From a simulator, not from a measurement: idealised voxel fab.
You're looking at the process module voxel wiring stack.
Pictured: cross-section cut, 205 nm wide, on a grid of 5 nm square cells.
Each cross-section below is a grid of square cells, stated as bands in top-down order, with one or more rows of cells making up each band.
The entry gives the band's vertical extent as a top height and a bottom height in nm, then its horizontal make-up as materials from left to right, each with a width in nm. "empty" stands for empty space; a single material marked "all across" fills the band edge to edge.
Below 0: as-received wafer, all one material; heights counted from there. Lowest band: no bottom, goes on down, written "0..down".
Think of "30 to 40" as a width that walks from the first number to the second as you go down the band, top row to bottom row, taking equal-sized steps from row to row.
Basically "no alterations made" means that step didn't change any cell in the cross-section.
"Entrapped void list" contains a list of empty spaces, each no smaller than 8 cells and without an open way to the top, written in the form width x height at distance with the distance from the left edge and all three in nm.
If you see something after the settings on a step's line, that's the simulator's own remark about that step.
A step's line can hold "overlay nm"; with a mask on that step, the setting says how far right of the planned place the mask lay, while a negative setting says it lay to the left.
-- This section lists the process steps that were planned
1. RECEIVE | material Si
2. CONFORMAL_DEP | material SiO2 | thk nm 15
3. DIRECTIONAL_DEP | material TiN | thk nm 5
4. DIRECTIONAL_DEP | material W | thk nm 20
5. DIRECTIONAL_DEP | material aC | thk nm 10
6. PATTERN | tone cover | mask id METAL_1 | material resist | width nm 20 | pitch nm 35 | thk nm 30 | overlay nm 0
7. DIRECTIONAL_ETCH | etch materials aC | depth nm 10
8. STRIP | etch materials resist
9. DIRECTIONAL_ETCH | etch materials W | depth nm 20
10. DIRECTIONAL_ETCH | etch materials TiN | depth nm 5
11. STRIP | etch materials aC
12. CONFORMAL_DEP | material SiN | thk nm 5
13. FILL_DEP | material SiO2 | thk nm 5
14. CMP | height nm 40
15. CONFORMAL_DEP | material SiCN | thk nm 5
16. DIRECTIONAL_DEP | material lowk | thk nm 30
17. MASKED_ETCH | tone open | mask id METAL_2_HOLES | width nm 15 | pitch nm 70 | etch materials lowk | depth nm 30 | overlay nm 0
18. PATTERN | tone open | mask id METAL_2 | material resist | width nm 20 | pitch nm 35 | thk nm 20 | overlay nm 0
19. DIRECTIONAL_ETCH | etch materials lowk | depth nm 15
20. DIRECTIONAL_ETCH | etch materials SiCN | depth nm 5
21. STRIP | etch materials resist
22. CONFORMAL_DEP | material TiN | thk nm 5
23. FILL_DEP | material Ru | thk nm 5
24. CMP | height nm 75
25. CONFORMAL_DEP | material SiCN | thk nm 5
26. DIRECTIONAL_DEP | material SiO2 | thk nm 35
27. DIRECTIONAL_DEP | material aC | thk nm 15
28. PATTERN | tone open | mask id METAL_3 | material resist | width nm 20 | pitch nm 35 | thk nm 30 | overlay nm -15
29. DIRECTIONAL_ETCH | etch materials aC | depth nm 15
30. STRIP | etch materials resist
31. DIRECTIONAL_ETCH | etch materials SiO2 | depth nm 20
32. STRIP | etch materials aC
33. MASKED_ETCH | tone open | mask id METAL_3_HOLES | width nm 15 | pitch nm 70 | etch materials SiO2 | depth nm 15 | overlay nm 0
34. MASKED_ETCH | tone open | mask id METAL_3_HOLES | width nm 15 | pitch nm 70 | etch materials SiCN | depth nm 5 | overlay nm 0
35. CONFORMAL_DEP | material TiN | thk nm 5
36. FILL_DEP | material Ru | thk nm 5
37. CMP | height nm 115
38. CONFORMAL_DEP | material SiCN | thk nm 5
39. DIRECTIONAL_DEP | material SiO2 | thk nm 35
40. DIRECTIONAL_DEP | material aC | thk nm 10
41. PATTERN | tone open | mask id METAL_4 | material resist | width nm 20 | pitch nm 35 | thk nm 25 | overlay nm 0
42. DIRECTIONAL_ETCH | etch materials aC | depth nm 10
43. STRIP | etch materials resist
44. DIRECTIONAL_ETCH | etch materials SiO2 | depth nm 20
45. STRIP | etch materials aC
46. PATTERN | tone open | mask id METAL_4_HOLES | material resist | width nm 15 | pitch nm 70 | thk nm 20 | overlay nm 0
47. DIRECTIONAL_ETCH | etch materials SiO2 | depth nm 15
48. DIRECTIONAL_ETCH | etch materials SiCN | depth nm 5
49. STRIP | etch materials resist
50. CONFORMAL_DEP | material TiN | thk nm 5
51. FILL_DEP | material Cu | thk nm 10
52. CMP | height nm 155
53. CONFORMAL_DEP | material SiCN | thk nm 5
Heads up: all these wafers start the same, and what changes between them is the overlay nm in step 28. The value you see in the plan is just what the first wafer got.
-- Cross-section of the first of several wafers as received (after step 1)
    0..down = Si all across
    Entrapped void list: none
-- The rows of the table below are wafers. Looking at the end of the module, a row counts, for every material, the cells the wafer has gained, shown as (+), or lost, shown as (-), since it was received; its closed voids come next
overlay nm -15 | +32 Cu | +56 Ru | +150 SiCN | +57 SiN | +601 SiO2 | +172 TiN | +64 W | +180 lowk | Entrapped void list: none
overlay nm -10 | +32 Cu | +52 Ru | +148 SiCN | +57 SiN | +601 SiO2 | +178 TiN | +64 W | +180 lowk | Entrapped void list: none
overlay nm -5 | +32 Cu | +56 Ru | +146 SiCN | +57 SiN | +601 SiO2 | +176 TiN | +64 W | +180 lowk | Entrapped void list: none
overlay nm 0 | +32 Cu | +56 Ru | +146 SiCN | +57 SiN | +601 SiO2 | +176 TiN | +64 W | +180 lowk | Entrapped void list: none
overlay nm 5 | +32 Cu | +52 Ru | +148 SiCN | +57 SiN | +601 SiO2 | +178 TiN | +64 W | +180 lowk | Entrapped void list: none
overlay nm 10 | +32 Cu | +56 Ru | +150 SiCN | +57 SiN | +601 SiO2 | +172 TiN | +64 W | +180 lowk | Entrapped void list: none
overlay nm 15 | +32 Cu | +64 Ru | +152 SiCN | +57 SiN | +601 SiO2 | +162 TiN | +64 W | +180 lowk | Entrapped void list: none
